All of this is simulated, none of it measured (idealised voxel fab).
process module | voxel wiring stack
cross-section cut | 235 nm wide | cells 5 nm
A cross-section is a grid of square cells, given in bands from the top down. A band is one or more rows of cells.
Each band's line starts with the height of the band's top and of its bottom, in nm. Then come its materials from left to right, each with its width in nm. One material with "throughout" fills the band from edge to edge. "air" is empty space.
Height 0 is the level under which the wafer as received is all one material. The lowest band goes on downwards, as in "0 down".
A width such as "30 to 40" changes by the same amount from each row of cells to the next, from the band's top row to its bottom row.
"no change" after a step means that no cell of the cross-section changed.
closed voids: empty space of 8 cells or more with no open way to the top, each as width x height at its distance from the left edge, in nm
after a step's settings: what the simulator itself notes on the step
overlay nm, on a step with a mask: how far to the right of its planned place the mask lay; to the left if negative
plan
1 op RECEIVE | material Si
2 op CONFORMAL_DEP | material SiO2 | thk nm 15
3 op CONFORMAL_DEP | material SiCN | thk nm 5
4 op DIRECTIONAL_DEP | material SiO2 | thk nm 20
5 op PATTERN | tone open | mask id METAL_1 | material resist | width nm 20 | pitch nm 40 | thk nm 20 | overlay nm 0
6 op DIRECTIONAL_ETCH | etch materials SiO2 | depth nm 20
7 op DIRECTIONAL_ETCH | etch materials SiCN | depth nm 5
8 op STRIP | etch materials resist
9 op CONFORMAL_DEP | material TiN | thk nm 5
10 op FILL_DEP | material Ru | thk nm 10
11 op CMP | height nm 40
12 op EPI | material Ru | thk nm 5
13 op FILL_DEP | material SiCN | thk nm 5
14 op DIRECTIONAL_DEP | material lowk | thk nm 35
15 op DIRECTIONAL_DEP | material aC | thk nm 10
16 op PATTERN | tone open | mask id METAL_2 | material resist | width nm 20 | pitch nm 40 | thk nm 25 | overlay nm 0
17 op DIRECTIONAL_ETCH | etch materials aC | depth nm 10
18 op STRIP | etch materials resist
19 op DIRECTIONAL_ETCH | etch materials lowk | depth nm 20
20 op STRIP | etch materials aC
21 op PATTERN | tone open | mask id METAL_2_HOLES | material resist | width nm 15 | pitch nm 80 | thk nm 20 | overlay nm 0
22 op DIRECTIONAL_ETCH | etch materials lowk | depth nm 15
23 op DIRECTIONAL_ETCH | etch materials SiCN | depth nm 5
24 op STRIP | etch materials resist
25 op CONFORMAL_DEP | material TiN | thk nm 5
26 op FILL_DEP | material Cu | thk nm 5
27 op CMP | height nm 85
28 op CONFORMAL_DEP | material SiCN | thk nm 5
29 op DIRECTIONAL_DEP | material lowk | thk nm 10
30 op MASKED_ETCH | tone open | mask id PLUG_2 | width nm 15 | pitch nm 40 | etch materials lowk | depth nm 10 | overlay nm 0
31 op MASKED_ETCH | tone open | mask id PLUG_2 | width nm 15 | pitch nm 40 | etch materials SiCN | depth nm 5 | overlay nm 0
32 op CONFORMAL_DEP | material TiN | thk nm 5
33 op FILL_DEP | material Ru | thk nm 10
34 op CMP | height nm 100
35 op DIRECTIONAL_DEP | material TiN | thk nm 5
36 op DIRECTIONAL_DEP | material Ru | thk nm 15
37 op MASKED_ETCH | tone cover | mask id METAL_3 | width nm 20 | pitch nm 40 | etch materials Ru | depth nm 15 | overlay nm 0
38 op MASKED_ETCH | tone cover | mask id METAL_3 | width nm 20 | pitch nm 40 | etch materials TiN | depth nm 5 | overlay nm 0
39 op FILL_DEP | material SiO2 | thk nm 10
40 op CMP | height nm 120
41 op CONFORMAL_DEP | material SiCN | thk nm 5
42 op DIRECTIONAL_DEP | material lowk | thk nm 10
43 op DIRECTIONAL_DEP | material aC | thk nm 15
44 op PATTERN | tone open | mask id PLUG_3 | material resist | width nm 15 | pitch nm 80 | thk nm 35 | overlay nm 0
45 op DIRECTIONAL_ETCH | etch materials aC | depth nm 15
46 op STRIP | etch materials resist
47 op DIRECTIONAL_ETCH | etch materials lowk | depth nm 10
48 op DIRECTIONAL_ETCH | etch materials SiCN | depth nm 5
49 op STRIP | etch materials aC
50 op CONFORMAL_DEP | material TiN | thk nm 5
51 op FILL_DEP | material Ru | thk nm 10
52 op CMP | height nm 135
53 op CONFORMAL_DEP | material SiCN | thk nm 5
54 op DIRECTIONAL_DEP | material SiO2 | thk nm 15
55 op PATTERN | tone open | mask id METAL_4 | material resist | width nm 20 | pitch nm 40 | thk nm 15 | overlay nm 0
56 op DIRECTIONAL_ETCH | etch materials SiO2 | depth nm 15
57 op DIRECTIONAL_ETCH | etch materials SiCN | depth nm 5
58 op STRIP | etch materials resist
59 op CONFORMAL_DEP | material TiN | thk nm 5
60 op FILL_DEP | material Cu | thk nm 5
61 op CMP | height nm 155
62 op CONFORMAL_DEP | material SiN | thk nm 5
first wafer, as planned
as received, after step 1
  0 down: Si throughout
  closed voids: none
after step 2
  15 to 0: SiO2 throughout
  below 0: unchanged
after step 3
  20 to 15: SiCN throughout
  below 15: unchanged
after step 4
  40 to 20: SiO2 throughout
  below 20: unchanged
after step 5
  60 to 40: resist 45 | air 20 | resist 20 | air 20 | resist 20 | air 20 | resist 20 | air 20 | resist 50
  below 40: unchanged
after step 6
  60 to 40: resist 45 | air 20 | resist 20 | air 20 | resist 20 | air 20 | resist 20 | air 20 | resist 50
  40 to 20: SiO2 45 | air 20 | SiO2 20 | air 20 | SiO2 20 | air 20 | SiO2 20 | air 20 | SiO2 50
  below 20: unchanged
after step 7
  60 to 40: resist 45 | air 20 | resist 20 | air 20 | resist 20 | air 20 | resist 20 | air 20 | resist 50
  40 to 20: SiO2 45 | air 20 | SiO2 20 | air 20 | SiO2 20 | air 20 | SiO2 20 | air 20 | SiO2 50
  20 to 15: SiCN 45 | air 20 | SiCN 20 | air 20 | SiCN 20 | air 20 | SiCN 20 | air 20 | SiCN 50
  below 15: unchanged
after step 8
  40 to 20: SiO2 45 | air 20 | SiO2 20 | air 20 | SiO2 20 | air 20 | SiO2 20 | air 20 | SiO2 50
  below 20: unchanged
after step 9
  45 to 40: TiN 50 | air 10 | TiN 30 | air 10 | TiN 30 | air 10 | TiN 30 | air 10 | TiN 55
  40 to 20: SiO2 45 | TiN 5 | air 10 | TiN 5 | SiO2 20 | TiN 5 | air 10 | TiN 5 | SiO2 20 | TiN 5 | air 10 | TiN 5 | SiO2 20 | TiN 5 | air 10 | TiN 5 | SiO2 50
  20 to 15: SiCN 45 | TiN 20 | SiCN 20 | TiN 20 | SiCN 20 | TiN 20 | SiCN 20 | TiN 20 | SiCN 50
  below 15: unchanged
after step 10
  55 to 45: Ru throughout
  45 to 40: TiN 50 | Ru 10 | TiN 30 | Ru 10 | TiN 30 | Ru 10 | TiN 30 | Ru 10 | TiN 55
  40 to 20: SiO2 45 | TiN 5 | Ru 10 | TiN 5 | SiO2 20 | TiN 5 | Ru 10 | TiN 5 | SiO2 20 | TiN 5 | Ru 10 | TiN 5 | SiO2 20 | TiN 5 | Ru 10 | TiN 5 | SiO2 50
  below 20: unchanged
after step 11
  40 to 20: SiO2 45 | TiN 5 | Ru 10 | TiN 5 | SiO2 20 | TiN 5 | Ru 10 | TiN 5 | SiO2 20 | TiN 5 | Ru 10 | TiN 5 | SiO2 20 | TiN 5 | Ru 10 | TiN 5 | SiO2 50
  below 20: unchanged
after step 12
  45 to 40: air 40 | Ru 30 | air 10 | Ru 30 | air 10 | Ru 30 | air 10 | Ru 30 | air 45
  below 40: unchanged
after step 13
  50 to 45: SiCN throughout
  45 to 40: SiCN 40 | Ru 30 | SiCN 10 | Ru 30 | SiCN 10 | Ru 30 | SiCN 10 | Ru 30 | SiCN 45
  below 40: unchanged
after step 14
  85 to 50: lowk throughout
  below 50: unchanged
after step 15
  95 to 85: aC throughout
  below 85: unchanged
after step 16
  120 to 95: resist 45 | air 20 | resist 20 | air 20 | resist 20 | air 20 | resist 20 | air 20 | resist 50
  below 95: unchanged
after step 17
  110 to 95: resist 45 | air 20 | resist 20 | air 20 | resist 20 | air 20 | resist 20 | air 20 | resist 50
  95 to 85: aC 45 | air 20 | aC 20 | air 20 | aC 20 | air 20 | aC 20 | air 20 | aC 50
  below 85: unchanged
after step 18
  95 to 85: aC 45 | air 20 | aC 20 | air 20 | aC 20 | air 20 | aC 20 | air 20 | aC 50
  below 85: unchanged
after step 19
  95 to 85: aC 45 | air 20 | aC 20 | air 20 | aC 20 | air 20 | aC 20 | air 20 | aC 50
  85 to 65: lowk 45 | air 20 | lowk 20 | air 20 | lowk 20 | air 20 | lowk 20 | air 20 | lowk 50
  below 65: unchanged
after step 20
  85 to 65: lowk 45 | air 20 | lowk 20 | air 20 | lowk 20 | air 20 | lowk 20 | air 20 | lowk 50
  below 65: unchanged
after step 21
  105 to 85: resist 45 | air 15 | resist 65 | air 15 | resist 95
  85 to 65: lowk 45 | air 15 | resist 5 | lowk 20 | resist 20 | lowk 20 | air 15 | resist 5 | lowk 20 | resist 20 | lowk 50
  below 65: unchanged
after step 22
  105 to 85: resist 45 | air 15 | resist 65 | air 15 | resist 95
  85 to 65: lowk 45 | air 15 | resist 5 | lowk 20 | resist 20 | lowk 20 | air 15 | resist 5 | lowk 20 | resist 20 | lowk 50
  65 to 50: lowk 45 | air 15 | lowk 65 | air 15 | lowk 95
  below 50: unchanged
after step 23
  105 to 85: resist 45 | air 15 | resist 65 | air 15 | resist 95
  85 to 65: lowk 45 | air 15 | resist 5 | lowk 20 | resist 20 | lowk 20 | air 15 | resist 5 | lowk 20 | resist 20 | lowk 50
  65 to 50: lowk 45 | air 15 | lowk 65 | air 15 | lowk 95
  50 to 45: SiCN 45 | air 15 | SiCN 65 | air 15 | SiCN 95
  below 45: unchanged
after step 24
  85 to 65: lowk 45 | air 20 | lowk 20 | air 20 | lowk 20 | air 20 | lowk 20 | air 20 | lowk 50
  below 65: unchanged
after step 25
  90 to 85: TiN 50 | air 10 | TiN 30 | air 10 | TiN 30 | air 10 | TiN 30 | air 10 | TiN 55
  85 to 70: lowk 45 | TiN 5 | air 10 | TiN 5 | lowk 20 | TiN 5 | air 10 | TiN 5 | lowk 20 | TiN 5 | air 10 | TiN 5 | lowk 20 | TiN 5 | air 10 | TiN 5 | lowk 50
  70 to 65: lowk 45 | TiN 5 | air 5 | TiN 10 | lowk 20 | TiN 20 | lowk 20 | TiN 5 | air 5 | TiN 10 | lowk 20 | TiN 20 | lowk 50
  65 to 50: lowk 45 | TiN 5 | air 5 | TiN 5 | lowk 65 | TiN 5 | air 5 | TiN 5 | lowk 95
  50 to 45: SiCN 45 | TiN 15 | SiCN 65 | TiN 15 | SiCN 95
  below 45: unchanged
after step 26
  95 to 90: Cu throughout
  90 to 85: TiN 50 | Cu 10 | TiN 30 | Cu 10 | TiN 30 | Cu 10 | TiN 30 | Cu 10 | TiN 55
  85 to 70: lowk 45 | TiN 5 | Cu 10 | TiN 5 | lowk 20 | TiN 5 | Cu 10 | TiN 5 | lowk 20 | TiN 5 | Cu 10 | TiN 5 | lowk 20 | TiN 5 | Cu 10 | TiN 5 | lowk 50
  70 to 65: lowk 45 | TiN 5 | Cu 5 | TiN 10 | lowk 20 | TiN 20 | lowk 20 | TiN 5 | Cu 5 | TiN 10 | lowk 20 | TiN 20 | lowk 50
  65 to 50: lowk 45 | TiN 5 | Cu 5 | TiN 5 | lowk 65 | TiN 5 | Cu 5 | TiN 5 | lowk 95
  below 50: unchanged
after step 27
  85 to 70: lowk 45 | TiN 5 | Cu 10 | TiN 5 | lowk 20 | TiN 5 | Cu 10 | TiN 5 | lowk 20 | TiN 5 | Cu 10 | TiN 5 | lowk 20 | TiN 5 | Cu 10 | TiN 5 | lowk 50
  below 70: unchanged
after step 28
  90 to 85: SiCN throughout
  below 85: unchanged
after step 29
  100 to 90: lowk throughout
  below 90: unchanged
after step 30
  100 to 90: lowk 45 | air 15 | lowk 25 | air 15 | lowk 25 | air 15 | lowk 25 | air 15 | lowk 55
  below 90: unchanged
after step 31
  100 to 90: lowk 45 | air 15 | lowk 25 | air 15 | lowk 25 | air 15 | lowk 25 | air 15 | lowk 55
  90 to 85: SiCN 45 | air 15 | SiCN 25 | air 15 | SiCN 25 | air 15 | SiCN 25 | air 15 | SiCN 55
  below 85: unchanged
after step 32
  105 to 100: TiN 50 | air 5 | TiN 35 | air 5 | TiN 35 | air 5 | TiN 35 | air 5 | TiN 60
  100 to 90: lowk 45 | TiN 5 | air 5 | TiN 5 | lowk 25 | TiN 5 | air 5 | TiN 5 | lowk 25 | TiN 5 | air 5 | TiN 5 | lowk 25 | TiN 5 | air 5 | TiN 5 | lowk 55
  90 to 85: SiCN 45 | TiN 15 | SiCN 25 | TiN 15 | SiCN 25 | TiN 15 | SiCN 25 | TiN 15 | SiCN 55
  below 85: unchanged
after step 33
  115 to 105: Ru throughout
  105 to 100: TiN 50 | Ru 5 | TiN 35 | Ru 5 | TiN 35 | Ru 5 | TiN 35 | Ru 5 | TiN 60
  100 to 90: lowk 45 | TiN 5 | Ru 5 | TiN 5 | lowk 25 | TiN 5 | Ru 5 | TiN 5 | lowk 25 | TiN 5 | Ru 5 | TiN 5 | lowk 25 | TiN 5 | Ru 5 | TiN 5 | lowk 55
  below 90: unchanged
after step 34
  100 to 90: lowk 45 | TiN 5 | Ru 5 | TiN 5 | lowk 25 | TiN 5 | Ru 5 | TiN 5 | lowk 25 | TiN 5 | Ru 5 | TiN 5 | lowk 25 | TiN 5 | Ru 5 | TiN 5 | lowk 55
  below 90: unchanged
after step 35
  105 to 100: TiN throughout
  below 100: unchanged
after step 36
  120 to 105: Ru throughout
  below 105: unchanged
after step 37
  120 to 105: air 45 | Ru 20 | air 20 | Ru 20 | air 20 | Ru 20 | air 20 | Ru 20 | air 50
  below 105: unchanged
after step 38
  120 to 105: air 45 | Ru 20 | air 20 | Ru 20 | air 20 | Ru 20 | air 20 | Ru 20 | air 50
  105 to 100: air 45 | TiN 20 | air 20 | TiN 20 | air 20 | TiN 20 | air 20 | TiN 20 | air 50
  below 100: unchanged
after step 39
  130 to 120: SiO2 throughout
  120 to 105: SiO2 45 | Ru 20 | SiO2 20 | Ru 20 | SiO2 20 | Ru 20 | SiO2 20 | Ru 20 | SiO2 50
  105 to 100: SiO2 45 | TiN 20 | SiO2 20 | TiN 20 | SiO2 20 | TiN 20 | SiO2 20 | TiN 20 | SiO2 50
  below 100: unchanged
after step 40
  120 to 105: SiO2 45 | Ru 20 | SiO2 20 | Ru 20 | SiO2 20 | Ru 20 | SiO2 20 | Ru 20 | SiO2 50
  below 105: unchanged
after step 41
  125 to 120: SiCN throughout
  below 120: unchanged
after step 42
  135 to 125: lowk throughout
  below 125: unchanged
after step 43
  150 to 135: aC throughout
  below 135: unchanged
after step 44
  185 to 150: resist 45 | air 15 | resist 65 | air 15 | resist 95
  below 150: unchanged
after step 45
  170 to 150: resist 45 | air 15 | resist 65 | air 15 | resist 95
  150 to 135: aC 45 | air 15 | aC 65 | air 15 | aC 95
  below 135: unchanged
after step 46
  150 to 135: aC 45 | air 15 | aC 65 | air 15 | aC 95
  below 135: unchanged
after step 47
  150 to 135: aC 45 | air 15 | aC 65 | air 15 | aC 95
  135 to 125: lowk 45 | air 15 | lowk 65 | air 15 | lowk 95
  below 125: unchanged
after step 48
  150 to 135: aC 45 | air 15 | aC 65 | air 15 | aC 95
  135 to 125: lowk 45 | air 15 | lowk 65 | air 15 | lowk 95
  125 to 120: SiCN 45 | air 15 | SiCN 65 | air 15 | SiCN 95
  below 120: unchanged
after step 49
  135 to 125: lowk 45 | air 15 | lowk 65 | air 15 | lowk 95
  below 125: unchanged
after step 50
  140 to 135: TiN 50 | air 5 | TiN 75 | air 5 | TiN 100
  135 to 125: lowk 45 | TiN 5 | air 5 | TiN 5 | lowk 65 | TiN 5 | air 5 | TiN 5 | lowk 95
  125 to 120: SiCN 45 | TiN 15 | SiCN 65 | TiN 15 | SiCN 95
  below 120: unchanged
after step 51
  150 to 140: Ru throughout
  140 to 135: TiN 50 | Ru 5 | TiN 75 | Ru 5 | TiN 100
  135 to 125: lowk 45 | TiN 5 | Ru 5 | TiN 5 | lowk 65 | TiN 5 | Ru 5 | TiN 5 | lowk 95
  below 125: unchanged
after step 52
  135 to 125: lowk 45 | TiN 5 | Ru 5 | TiN 5 | lowk 65 | TiN 5 | Ru 5 | TiN 5 | lowk 95
  below 125: unchanged
after step 53
  140 to 135: SiCN throughout
  below 135: unchanged
after step 54
  155 to 140: SiO2 throughout
  below 140: unchanged
after step 55
  170 to 155: resist 45 | air 20 | resist 20 | air 20 | resist 20 | air 20 | resist 20 | air 20 | resist 50
  below 155: unchanged
after step 56
  170 to 155: resist 45 | air 20 | resist 20 | air 20 | resist 20 | air 20 | resist 20 | air 20 | resist 50
  155 to 140: SiO2 45 | air 20 | SiO2 20 | air 20 | SiO2 20 | air 20 | SiO2 20 | air 20 | SiO2 50
  below 140: unchanged
after step 57
  170 to 155: resist 45 | air 20 | resist 20 | air 20 | resist 20 | air 20 | resist 20 | air 20 | resist 50
  155 to 140: SiO2 45 | air 20 | SiO2 20 | air 20 | SiO2 20 | air 20 | SiO2 20 | air 20 | SiO2 50
  140 to 135: SiCN 45 | air 20 | SiCN 20 | air 20 | SiCN 20 | air 20 | SiCN 20 | air 20 | SiCN 50
  below 135: unchanged
after step 58
  155 to 140: SiO2 45 | air 20 | SiO2 20 | air 20 | SiO2 20 | air 20 | SiO2 20 | air 20 | SiO2 50
  below 140: unchanged
after step 59
  160 to 155: TiN 50 | air 10 | TiN 30 | air 10 | TiN 30 | air 10 | TiN 30 | air 10 | TiN 55
  155 to 140: SiO2 45 | TiN 5 | air 10 | TiN 5 | SiO2 20 | TiN 5 | air 10 | TiN 5 | SiO2 20 | TiN 5 | air 10 | TiN 5 | SiO2 20 | TiN 5 | air 10 | TiN 5 | SiO2 50
  140 to 135: SiCN 45 | TiN 20 | SiCN 20 | TiN 20 | SiCN 20 | TiN 20 | SiCN 20 | TiN 20 | SiCN 50
  below 135: unchanged
after step 60
  165 to 160: Cu throughout
  160 to 155: TiN 50 | Cu 10 | TiN 30 | Cu 10 | TiN 30 | Cu 10 | TiN 30 | Cu 10 | TiN 55
  155 to 140: SiO2 45 | TiN 5 | Cu 10 | TiN 5 | SiO2 20 | TiN 5 | Cu 10 | TiN 5 | SiO2 20 | TiN 5 | Cu 10 | TiN 5 | SiO2 20 | TiN 5 | Cu 10 | TiN 5 | SiO2 50
  below 140: unchanged
after step 61
  155 to 140: SiO2 45 | TiN 5 | Cu 10 | TiN 5 | SiO2 20 | TiN 5 | Cu 10 | TiN 5 | SiO2 20 | TiN 5 | Cu 10 | TiN 5 | SiO2 20 | TiN 5 | Cu 10 | TiN 5 | SiO2 50
  below 140: unchanged
after step 62
  160 to 155: SiN throughout
  below 155: unchanged
second wafer: like start, like plan, one mistake. Through step 18 it matches the first wafer
when step 19 should have ended
  95 to 85: aC 45 | air 20 | aC 20 | air 20 | aC 20 | air 20 | aC 20 | air 20 | aC 50
  85 to 50: lowk 45 | air 20 | lowk 20 | air 20 | lowk 20 | air 20 | lowk 20 | air 20 | lowk 50
  below 50: unchanged
when step 20 should have ended
  85 to 50: lowk 45 | air 20 | lowk 20 | air 20 | lowk 20 | air 20 | lowk 20 | air 20 | lowk 50
  below 50: unchanged
when step 21 should have ended
  105 to 85: resist 45 | air 15 | resist 65 | air 15 | resist 95
  85 to 50: lowk 45 | air 15 | resist 5 | lowk 20 | resist 20 | lowk 20 | air 15 | resist 5 | lowk 20 | resist 20 | lowk 50
  below 50: unchanged
when step 22 should have ended: no change
when step 23 should have ended
  105 to 85: resist 45 | air 15 | resist 65 | air 15 | resist 95
  85 to 50: lowk 45 | air 15 | resist 5 | lowk 20 | resist 20 | lowk 20 | air 15 | resist 5 | lowk 20 | resist 20 | lowk 50
  50 to 45: SiCN 45 | air 15 | SiCN 65 | air 15 | SiCN 95
  below 45: unchanged
when step 24 should have ended
  85 to 50: lowk 45 | air 20 | lowk 20 | air 20 | lowk 20 | air 20 | lowk 20 | air 20 | lowk 50
  below 50: unchanged
when step 25 should have ended
  90 to 85: TiN 50 | air 10 | TiN 30 | air 10 | TiN 30 | air 10 | TiN 30 | air 10 | TiN 55
  85 to 55: lowk 45 | TiN 5 | air 10 | TiN 5 | lowk 20 | TiN 5 | air 10 | TiN 5 | lowk 20 | TiN 5 | air 10 | TiN 5 | lowk 20 | TiN 5 | air 10 | TiN 5 | lowk 50
  55 to 50: lowk 45 | TiN 5 | air 5 | TiN 10 | lowk 20 | TiN 20 | lowk 20 | TiN 5 | air 5 | TiN 10 | lowk 20 | TiN 20 | lowk 50
  50 to 45: SiCN 45 | TiN 15 | SiCN 65 | TiN 15 | SiCN 95
  below 45: unchanged
when step 26 should have ended
  95 to 90: Cu throughout
  90 to 85: TiN 50 | Cu 10 | TiN 30 | Cu 10 | TiN 30 | Cu 10 | TiN 30 | Cu 10 | TiN 55
  85 to 55: lowk 45 | TiN 5 | Cu 10 | TiN 5 | lowk 20 | TiN 5 | Cu 10 | TiN 5 | lowk 20 | TiN 5 | Cu 10 | TiN 5 | lowk 20 | TiN 5 | Cu 10 | TiN 5 | lowk 50
  55 to 50: lowk 45 | TiN 5 | Cu 5 | TiN 10 | lowk 20 | TiN 20 | lowk 20 | TiN 5 | Cu 5 | TiN 10 | lowk 20 | TiN 20 | lowk 50
  below 50: unchanged
when step 27 should have ended
  85 to 55: lowk 45 | TiN 5 | Cu 10 | TiN 5 | lowk 20 | TiN 5 | Cu 10 | TiN 5 | lowk 20 | TiN 5 | Cu 10 | TiN 5 | lowk 20 | TiN 5 | Cu 10 | TiN 5 | lowk 50
  below 55: unchanged
when step 28 should have ended
  90 to 85: SiCN throughout
  below 85: unchanged
when step 29 should have ended
  100 to 90: lowk throughout
  below 90: unchanged
when step 30 should have ended
  100 to 90: lowk 45 | air 15 | lowk 25 | air 15 | lowk 25 | air 15 | lowk 25 | air 15 | lowk 55
  below 90: unchanged
when step 31 should have ended
  100 to 90: lowk 45 | air 15 | lowk 25 | air 15 | lowk 25 | air 15 | lowk 25 | air 15 | lowk 55
  90 to 85: SiCN 45 | air 15 | SiCN 25 | air 15 | SiCN 25 | air 15 | SiCN 25 | air 15 | SiCN 55
  below 85: unchanged
when step 32 should have ended
  105 to 100: TiN 50 | air 5 | TiN 35 | air 5 | TiN 35 | air 5 | TiN 35 | air 5 | TiN 60
  100 to 90: lowk 45 | TiN 5 | air 5 | TiN 5 | lowk 25 | TiN 5 | air 5 | TiN 5 | lowk 25 | TiN 5 | air 5 | TiN 5 | lowk 25 | TiN 5 | air 5 | TiN 5 | lowk 55
  90 to 85: SiCN 45 | TiN 15 | SiCN 25 | TiN 15 | SiCN 25 | TiN 15 | SiCN 25 | TiN 15 | SiCN 55
  below 85: unchanged
when step 33 should have ended
  115 to 105: Ru throughout
  105 to 100: TiN 50 | Ru 5 | TiN 35 | Ru 5 | TiN 35 | Ru 5 | TiN 35 | Ru 5 | TiN 60
  100 to 90: lowk 45 | TiN 5 | Ru 5 | TiN 5 | lowk 25 | TiN 5 | Ru 5 | TiN 5 | lowk 25 | TiN 5 | Ru 5 | TiN 5 | lowk 25 | TiN 5 | Ru 5 | TiN 5 | lowk 55
  below 90: unchanged
when step 34 should have ended
  100 to 90: lowk 45 | TiN 5 | Ru 5 | TiN 5 | lowk 25 | TiN 5 | Ru 5 | TiN 5 | lowk 25 | TiN 5 | Ru 5 | TiN 5 | lowk 25 | TiN 5 | Ru 5 | TiN 5 | lowk 55
  below 90: unchanged
when step 35 should have ended
  105 to 100: TiN throughout
  below 100: unchanged
when step 36 should have ended
  120 to 105: Ru throughout
  below 105: unchanged
when step 37 should have ended
  120 to 105: air 45 | Ru 20 | air 20 | Ru 20 | air 20 | Ru 20 | air 20 | Ru 20 | air 50
  below 105: unchanged
when step 38 should have ended
  120 to 105: air 45 | Ru 20 | air 20 | Ru 20 | air 20 | Ru 20 | air 20 | Ru 20 | air 50
  105 to 100: air 45 | TiN 20 | air 20 | TiN 20 | air 20 | TiN 20 | air 20 | TiN 20 | air 50
  below 100: unchanged
when step 39 should have ended
  130 to 120: SiO2 throughout
  120 to 105: SiO2 45 | Ru 20 | SiO2 20 | Ru 20 | SiO2 20 | Ru 20 | SiO2 20 | Ru 20 | SiO2 50
  105 to 100: SiO2 45 | TiN 20 | SiO2 20 | TiN 20 | SiO2 20 | TiN 20 | SiO2 20 | TiN 20 | SiO2 50
  below 100: unchanged
when step 40 should have ended
  120 to 105: SiO2 45 | Ru 20 | SiO2 20 | Ru 20 | SiO2 20 | Ru 20 | SiO2 20 | Ru 20 | SiO2 50
  below 105: unchanged
when step 41 should have ended
  125 to 120: SiCN throughout
  below 120: unchanged
when step 42 should have ended
  135 to 125: lowk throughout
  below 125: unchanged
when step 43 should have ended
  150 to 135: aC throughout
  below 135: unchanged
when step 44 should have ended
  185 to 150: resist 45 | air 15 | resist 65 | air 15 | resist 95
  below 150: unchanged
when step 45 should have ended
  170 to 150: resist 45 | air 15 | resist 65 | air 15 | resist 95
  150 to 135: aC 45 | air 15 | aC 65 | air 15 | aC 95
  below 135: unchanged
when step 46 should have ended
  150 to 135: aC 45 | air 15 | aC 65 | air 15 | aC 95
  below 135: unchanged
when step 47 should have ended
  150 to 135: aC 45 | air 15 | aC 65 | air 15 | aC 95
  135 to 125: lowk 45 | air 15 | lowk 65 | air 15 | lowk 95
  below 125: unchanged
when step 48 should have ended
  150 to 135: aC 45 | air 15 | aC 65 | air 15 | aC 95
  135 to 125: lowk 45 | air 15 | lowk 65 | air 15 | lowk 95
  125 to 120: SiCN 45 | air 15 | SiCN 65 | air 15 | SiCN 95
  below 120: unchanged
when step 49 should have ended
  135 to 125: lowk 45 | air 15 | lowk 65 | air 15 | lowk 95
  below 125: unchanged
when step 50 should have ended
  140 to 135: TiN 50 | air 5 | TiN 75 | air 5 | TiN 100
  135 to 125: lowk 45 | TiN 5 | air 5 | TiN 5 | lowk 65 | TiN 5 | air 5 | TiN 5 | lowk 95
  125 to 120: SiCN 45 | TiN 15 | SiCN 65 | TiN 15 | SiCN 95
  below 120: unchanged
when step 51 should have ended
  150 to 140: Ru throughout
  140 to 135: TiN 50 | Ru 5 | TiN 75 | Ru 5 | TiN 100
  135 to 125: lowk 45 | TiN 5 | Ru 5 | TiN 5 | lowk 65 | TiN 5 | Ru 5 | TiN 5 | lowk 95
  below 125: unchanged
when step 52 should have ended
  135 to 125: lowk 45 | TiN 5 | Ru 5 | TiN 5 | lowk 65 | TiN 5 | Ru 5 | TiN 5 | lowk 95
  below 125: unchanged
when step 53 should have ended
  140 to 135: SiCN throughout
  below 135: unchanged
when step 54 should have ended
  155 to 140: SiO2 throughout
  below 140: unchanged
when step 55 should have ended
  170 to 155: resist 45 | air 20 | resist 20 | air 20 | resist 20 | air 20 | resist 20 | air 20 | resist 50
  below 155: unchanged
when step 56 should have ended
  170 to 155: resist 45 | air 20 | resist 20 | air 20 | resist 20 | air 20 | resist 20 | air 20 | resist 50
  155 to 140: SiO2 45 | air 20 | SiO2 20 | air 20 | SiO2 20 | air 20 | SiO2 20 | air 20 | SiO2 50
  below 140: unchanged
when step 57 should have ended
  170 to 155: resist 45 | air 20 | resist 20 | air 20 | resist 20 | air 20 | resist 20 | air 20 | resist 50
  155 to 140: SiO2 45 | air 20 | SiO2 20 | air 20 | SiO2 20 | air 20 | SiO2 20 | air 20 | SiO2 50
  140 to 135: SiCN 45 | air 20 | SiCN 20 | air 20 | SiCN 20 | air 20 | SiCN 20 | air 20 | SiCN 50
  below 135: unchanged
when step 58 should have ended
  155 to 140: SiO2 45 | air 20 | SiO2 20 | air 20 | SiO2 20 | air 20 | SiO2 20 | air 20 | SiO2 50
  below 140: unchanged
when step 59 should have ended
  160 to 155: TiN 50 | air 10 | TiN 30 | air 10 | TiN 30 | air 10 | TiN 30 | air 10 | TiN 55
  155 to 140: SiO2 45 | TiN 5 | air 10 | TiN 5 | SiO2 20 | TiN 5 | air 10 | TiN 5 | SiO2 20 | TiN 5 | air 10 | TiN 5 | SiO2 20 | TiN 5 | air 10 | TiN 5 | SiO2 50
  140 to 135: SiCN 45 | TiN 20 | SiCN 20 | TiN 20 | SiCN 20 | TiN 20 | SiCN 20 | TiN 20 | SiCN 50
  below 135: unchanged
when step 60 should have ended
  165 to 160: Cu throughout
  160 to 155: TiN 50 | Cu 10 | TiN 30 | Cu 10 | TiN 30 | Cu 10 | TiN 30 | Cu 10 | TiN 55
  155 to 140: SiO2 45 | TiN 5 | Cu 10 | TiN 5 | SiO2 20 | TiN 5 | Cu 10 | TiN 5 | SiO2 20 | TiN 5 | Cu 10 | TiN 5 | SiO2 20 | TiN 5 | Cu 10 | TiN 5 | SiO2 50
  below 140: unchanged
when step 61 should have ended
  155 to 140: SiO2 45 | TiN 5 | Cu 10 | TiN 5 | SiO2 20 | TiN 5 | Cu 10 | TiN 5 | SiO2 20 | TiN 5 | Cu 10 | TiN 5 | SiO2 20 | TiN 5 | Cu 10 | TiN 5 | SiO2 50
  below 140: unchanged
when step 62 should have ended
  160 to 155: SiN throughout
  below 155: unchanged
what went wrong: step 19 was run twice
at the end the second wafer has, in cells: 18 more of Cu | 12 more of TiN | 30 fewer of lowk
